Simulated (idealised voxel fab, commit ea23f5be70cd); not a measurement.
You're looking at the process module voxel released beams.
cross-section cut | 300 nm wide | cells 5 nm
Format of a cross-section: grid, square cells. Given as bands. Order: top down. Band: one or more rows of cells. Top height, bottom height, nm. Materials left to right, width each, nm. Single material + "all across" = fills band edge to edge. "blank" = empty. Basically, 0 is our baseline, since under it the wafer straight out of the box is all one material. The bottom band has no lower end and keeps on going down, so it looks like "0..down". Per-row width for "30..40": begins at first number (top row of band), ends at second number (bottom row), increment between rows held constant. The cross-section has no changed cell in any step marked "nothing was modified". Empty spaces counting at least 8 cells and having no open way to the top are listed in "Entrapped void list". The notation width x height at distance is used for each, the distance being from the left edge and all three values in nm. The remark found on a step's line after its settings is issued by the simulator itself and pertains to that step. A step line may carry the setting "overlay nm", which, for steps involving a mask, states the distance by which the mask lay to the right of its intended position; negative values denote displacement to the left.

Steps planned for the process:
1: RECEIVE [material Si]
2: CONFORMAL_DEP [material SiN] [thk nm 5]
3: DIRECTIONAL_DEP [material SiO2] [thk nm 10]
4: DIRECTIONAL_DEP [material aC] [thk nm 10]
5: PATTERN [tone open] [mask id ANCHOR] [material resist] [width nm 40] [thk nm 25] [overlay nm -15]
6: DIRECTIONAL_ETCH [etch materials aC] [depth nm 10]
7: STRIP [etch materials resist]
8: DIRECTIONAL_ETCH [etch materials SiO2] [depth nm 10]
9: STRIP [etch materials aC]
10: CONFORMAL_DEP [material W] [thk nm 15]
11: DIRECTIONAL_DEP [material aC] [thk nm 15]
12: PATTERN [tone cover] [mask id BEAM] [material resist] [width nm 90] [thk nm 30] [overlay nm 0]
13: DIRECTIONAL_ETCH [etch materials aC] [depth nm 15]
14: STRIP [etch materials resist]
15: DIRECTIONAL_ETCH [etch materials W] [depth nm 15]
16: STRIP [etch materials aC]
17: STRIP [etch materials SiO2]
For this document, wafers share an identical start and vary in the step 5 overlay nm; the plan quotes the first wafer's value.

Step 1 complete: as-received cross-section of the first of several wafers:
> 0..down | Si all across
> Entrapped void list: none

First of several wafers in cross-section at module end, following the final step, step 17:
> 30..20 | blank: 100; W: 5; blank: 10; W: 75; blank: 110
> 20..15 | blank: 100; W: 90; blank: 110
> 15..5 | blank: 90; W: 40; blank: 170
> 5..0 | SiN all across
> 0..down | Si all across
> Entrapped void list: none

Last wafer at the end:
> 30..20 | blank: 100; W: 35; blank: 10; W: 45; blank: 110
> 20..15 | blank: 100; W: 90; blank: 110
> 15..5 | blank: 120; W: 40; blank: 140
> 5..0 | SiN all across
> 0..down | Si all across
> Entrapped void list: none

Wafer rows; end of module; cells per material since receipt: (+) gained, (-) lost; then closed voids:
overlay nm -15; +60 SiN; +66 W; Entrapped void list: none
overlay nm -10; +60 SiN; +66 W; Entrapped void list: none
overlay nm -5; +60 SiN; +66 W; Entrapped void list: none
overlay nm 0; +60 SiN; +66 W; Entrapped void list: none
overlay nm 5; +60 SiN; +66 W; Entrapped void list: none
overlay nm 10; +60 SiN; +66 W; Entrapped void list: none
overlay nm 15; +60 SiN; +66 W; Entrapped void list: none
